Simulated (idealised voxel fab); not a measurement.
Process module heading - voxel self aligned vias
cross-section cut | 245 nm wide | cells 5 nm
Notation: cross-section as square-cell grid; stated in bands, top first, going down; one or more cell rows per band. The band entry comprises the height of the band's top followed by the height of its bottom, expressed in nm, and subsequently the band's materials from left to right, each stated together with its width in nm. Where a single material is marked with the word "everywhere", that material fills the band from edge to edge. The word "empty" represents empty space. The reference from which all heights are counted is 0, the level beneath which the as-received wafer is entirely one material; the lowest band, having no lower bound, proceeds downward and is written after the example "0 nm and below". A two-number width, for instance "30..40", indicates that the width is equal to the first number in the top row of the band and to the second number in the bottom row, and that it changes by a constant amount per row of cells. It should be understood that the words "no modifications", when stated for a given step, signify that the cross-section underwent no change in any of its cells during that step. "Completely sealed voids": sealed empty spaces, 8 cells or more, no open way to top, listed width x height at distance, with distance from the left edge and width, height and distance in nm. Past the settings on a step's line: simulator remark, on that step. Regarding "overlay nm": on a step with a mask, it is the distance the mask lay to the right of its planned place; a negative value places it to the left.
STEPS PLANNED FOR THE PROCESS
1: RECEIVE: material Si
2: CONFORMAL_DEP: material SiO2, thk nm 10
3: CONFORMAL_DEP: material SiCN, thk nm 5
4: DIRECTIONAL_DEP: material lowk, thk nm 25
5: DIRECTIONAL_DEP: material aC, thk nm 15
6: PATTERN: tone open, mask id LINES, material resist, width nm 25, pitch nm 60, thk nm 35, overlay nm 0
7: DIRECTIONAL_ETCH: etch materials aC, depth nm 15
8: STRIP: etch materials resist
9: DIRECTIONAL_ETCH: etch materials lowk, depth nm 25
10: STRIP: etch materials aC
11: CONFORMAL_DEP: material TiN, thk nm 5
12: FILL_DEP: material W, thk nm 5
13: CMP: height nm 40
14: SELECTIVE_ETCH: etch materials W Ru TiN, depth nm 5
15: FILL_DEP: material SiN, thk nm 10
16: CMP: height nm 40
17: DIRECTIONAL_DEP: material lowk, thk nm 20
18: DIRECTIONAL_DEP: material aC, thk nm 10
19: PATTERN: tone open, mask id VIAS, material resist, width nm 35, pitch nm 60, thk nm 25, overlay nm 0
20: DIRECTIONAL_ETCH: etch materials aC, depth nm 10
21: STRIP: etch materials resist
22: DIRECTIONAL_ETCH: etch materials lowk, depth nm 20
23: DIRECTIONAL_ETCH: etch materials SiN, depth nm 5
24: STRIP: etch materials aC
25: CONFORMAL_DEP: material TiN, thk nm 5
26: FILL_DEP: material Ru, thk nm 10
27: CMP: height nm 60
28: CONFORMAL_DEP: material SiN, thk nm 5
FIRST OUT OF TWO WAFERS; RUN WENT TO PLAN
DELIVERED WAFER IN CROSS-SECTION: STATE AFTER STEP 1
> 0 nm and below = Si everywhere
> Completely sealed voids: none
AFTER STEP 2: WAFER CROSS-SECTION
> 10 nm to 0 nm = SiO2 everywhere
> Under 0: no change, same as before.
AFTER STEP 3: WAFER CROSS-SECTION
> 15 nm to 10 nm = SiCN everywhere
> Under 10: no change, same as before.
AFTER STEP 4: WAFER CROSS-SECTION
> 40 nm to 15 nm = lowk everywhere
> Under 15: no change, same as before.
AFTER STEP 5: WAFER CROSS-SECTION
> 55 nm to 40 nm = aC everywhere
> Under 40: no change, same as before.
AFTER STEP 6: WAFER CROSS-SECTION
> 90 nm to 55 nm = resist 80 nm / empty 25 nm / resist 35 nm / empty 25 nm / resist 80 nm
> Under 55: no change, same as before.
AFTER STEP 7: WAFER CROSS-SECTION
> 75 nm to 55 nm = resist 80 nm / empty 25 nm / resist 35 nm / empty 25 nm / resist 80 nm
> 55 nm to 40 nm = aC 80 nm / empty 25 nm / aC 35 nm / empty 25 nm / aC 80 nm
> Under 40: no change, same as before.
AFTER STEP 8: WAFER CROSS-SECTION
> 55 nm to 40 nm = aC 80 nm / empty 25 nm / aC 35 nm / empty 25 nm / aC 80 nm
> Under 40: no change, same as before.
AFTER STEP 9: WAFER CROSS-SECTION
> 55 nm to 40 nm = aC 80 nm / empty 25 nm / aC 35 nm / empty 25 nm / aC 80 nm
> 40 nm to 15 nm = lowk 80 nm / empty 25 nm / lowk 35 nm / empty 25 nm / lowk 80 nm
> Under 15: no change, same as before.
AFTER STEP 10: WAFER CROSS-SECTION
> 40 nm to 15 nm = lowk 80 nm / empty 25 nm / lowk 35 nm / empty 25 nm / lowk 80 nm
> Under 15: no change, same as before.
AFTER STEP 11: WAFER CROSS-SECTION
> 45 nm to 40 nm = TiN 85 nm / empty 15 nm / TiN 45 nm / empty 15 nm / TiN 85 nm
> 40 nm to 20 nm = lowk 80 nm / TiN 5 nm / empty 15 nm / TiN 5 nm / lowk 35 nm / TiN 5 nm / empty 15 nm / TiN 5 nm / lowk 80 nm
> 20 nm to 15 nm = lowk 80 nm / TiN 25 nm / lowk 35 nm / TiN 25 nm / lowk 80 nm
> Under 15: no change, same as before.
AFTER STEP 12: WAFER CROSS-SECTION
> 50 nm to 45 nm = W everywhere
> 45 nm to 40 nm = TiN 85 nm / W 15 nm / TiN 45 nm / W 15 nm / TiN 85 nm
> 40 nm to 20 nm = lowk 80 nm / TiN 5 nm / W 15 nm / TiN 5 nm / lowk 35 nm / TiN 5 nm / W 15 nm / TiN 5 nm / lowk 80 nm
> Under 20: no change, same as before.
AFTER STEP 13: WAFER CROSS-SECTION
> 40 nm to 20 nm = lowk 80 nm / TiN 5 nm / W 15 nm / TiN 5 nm / lowk 35 nm / TiN 5 nm / W 15 nm / TiN 5 nm / lowk 80 nm
> Under 20: no change, same as before.
AFTER STEP 14: WAFER CROSS-SECTION
> 40 nm to 35 nm = lowk 80 nm / empty 25 nm / lowk 35 nm / empty 25 nm / lowk 80 nm
> Under 35: no change, same as before.
AFTER STEP 15: WAFER CROSS-SECTION
> 50 nm to 40 nm = SiN everywhere
> 40 nm to 35 nm = lowk 80 nm / SiN 25 nm / lowk 35 nm / SiN 25 nm / lowk 80 nm
> Under 35: no change, same as before.
AFTER STEP 16: WAFER CROSS-SECTION
> 40 nm to 35 nm = lowk 80 nm / SiN 25 nm / lowk 35 nm / SiN 25 nm / lowk 80 nm
> Under 35: no change, same as before.
AFTER STEP 17: WAFER CROSS-SECTION
> 60 nm to 40 nm = lowk everywhere
> Under 40: no change, same as before.
AFTER STEP 18: WAFER CROSS-SECTION
> 70 nm to 60 nm = aC everywhere
> Under 60: no change, same as before.
AFTER STEP 19: WAFER CROSS-SECTION
> 95 nm to 70 nm = resist 75 nm / empty 35 nm / resist 25 nm / empty 35 nm / resist 75 nm
> Under 70: no change, same as before.
AFTER STEP 20: WAFER CROSS-SECTION
> 85 nm to 70 nm = resist 75 nm / empty 35 nm / resist 25 nm / empty 35 nm / resist 75 nm
> 70 nm to 60 nm = aC 75 nm / empty 35 nm / aC 25 nm / empty 35 nm / aC 75 nm
> Under 60: no change, same as before.
AFTER STEP 21: WAFER CROSS-SECTION
> 70 nm to 60 nm = aC 75 nm / empty 35 nm / aC 25 nm / empty 35 nm / aC 75 nm
> Under 60: no change, same as before.
AFTER STEP 22: WAFER CROSS-SECTION
> 70 nm to 60 nm = aC 75 nm / empty 35 nm / aC 25 nm / empty 35 nm / aC 75 nm
> 60 nm to 40 nm = lowk 75 nm / empty 35 nm / lowk 25 nm / empty 35 nm / lowk 75 nm
> Under 40: no change, same as before.
AFTER STEP 23: WAFER CROSS-SECTION
> 70 nm to 60 nm = aC 75 nm / empty 35 nm / aC 25 nm / empty 35 nm / aC 75 nm
> 60 nm to 40 nm = lowk 75 nm / empty 35 nm / lowk 25 nm / empty 35 nm / lowk 75 nm
> 40 nm to 35 nm = lowk 80 nm / empty 25 nm / lowk 35 nm / empty 25 nm / lowk 80 nm
> Under 35: no change, same as before.
AFTER STEP 24: WAFER CROSS-SECTION
> 60 nm to 40 nm = lowk 75 nm / empty 35 nm / lowk 25 nm / empty 35 nm / lowk 75 nm
> Under 40: no change, same as before.
AFTER STEP 25: WAFER CROSS-SECTION
> 65 nm to 60 nm = TiN 80 nm / empty 25 nm / TiN 35 nm / empty 25 nm / TiN 80 nm
> 60 nm to 45 nm = lowk 75 nm / TiN 5 nm / empty 25 nm / TiN 5 nm / lowk 25 nm / TiN 5 nm / empty 25 nm / TiN 5 nm / lowk 75 nm
> 45 nm to 40 nm = lowk 75 nm / TiN 10 nm / empty 15 nm / TiN 10 nm / lowk 25 nm / TiN 10 nm / empty 15 nm / TiN 10 nm / lowk 75 nm
> 40 nm to 35 nm = lowk 80 nm / TiN 25 nm / lowk 35 nm / TiN 25 nm / lowk 80 nm
> Under 35: no change, same as before.
AFTER STEP 26: WAFER CROSS-SECTION
> 75 nm to 65 nm = Ru everywhere
> 65 nm to 60 nm = TiN 80 nm / Ru 25 nm / TiN 35 nm / Ru 25 nm / TiN 80 nm
> 60 nm to 45 nm = lowk 75 nm / TiN 5 nm / Ru 25 nm / TiN 5 nm / lowk 25 nm / TiN 5 nm / Ru 25 nm / TiN 5 nm / lowk 75 nm
> 45 nm to 40 nm = lowk 75 nm / TiN 10 nm / Ru 15 nm / TiN 10 nm / lowk 25 nm / TiN 10 nm / Ru 15 nm / TiN 10 nm / lowk 75 nm
> Under 40: no change, same as before.
AFTER STEP 27: WAFER CROSS-SECTION
> 60 nm to 45 nm = lowk 75 nm / TiN 5 nm / Ru 25 nm / TiN 5 nm / lowk 25 nm / TiN 5 nm / Ru 25 nm / TiN 5 nm / lowk 75 nm
> Under 45: no change, same as before.
AFTER STEP 28: WAFER CROSS-SECTION
> 65 nm to 60 nm = SiN everywhere
> Under 60: no change, same as before.
THE SECOND WAFER: IDENTICAL TO THE FIRST AT THE OUTSET AND IN ITS PLANNED SEQUENCE, DIFFERING ONLY IN THAT ONE MISTAKE WAS MADE DURING PROCESSING; UP TO AND INCLUDING STEP 26, ITS PATH IS THE FIRST WAFER'S PATH
CROSS-SECTION, SECOND WAFER, AT THE END TIME THE PLAN GIVES FOR STEP 27
> 55 nm to 45 nm = lowk 75 nm / TiN 5 nm / Ru 25 nm / TiN 5 nm / lowk 25 nm / TiN 5 nm / Ru 25 nm / TiN 5 nm / lowk 75 nm
> Under 45: no change, same as before.
CROSS-SECTION, SECOND WAFER, AT THE END TIME THE PLAN GIVES FOR STEP 28
> 60 nm to 55 nm = SiN everywhere
> Under 55: no change, same as before.
Where did the run depart from the plan? in deviation from the planned setting, step 27 was conducted as CMP: height nm 55
Bottom line after processing is that, in cells, the second wafer is up or down on some materials versus the first: Ru: 10 fewer, TiN: 4 fewer, lowk: 35 fewer
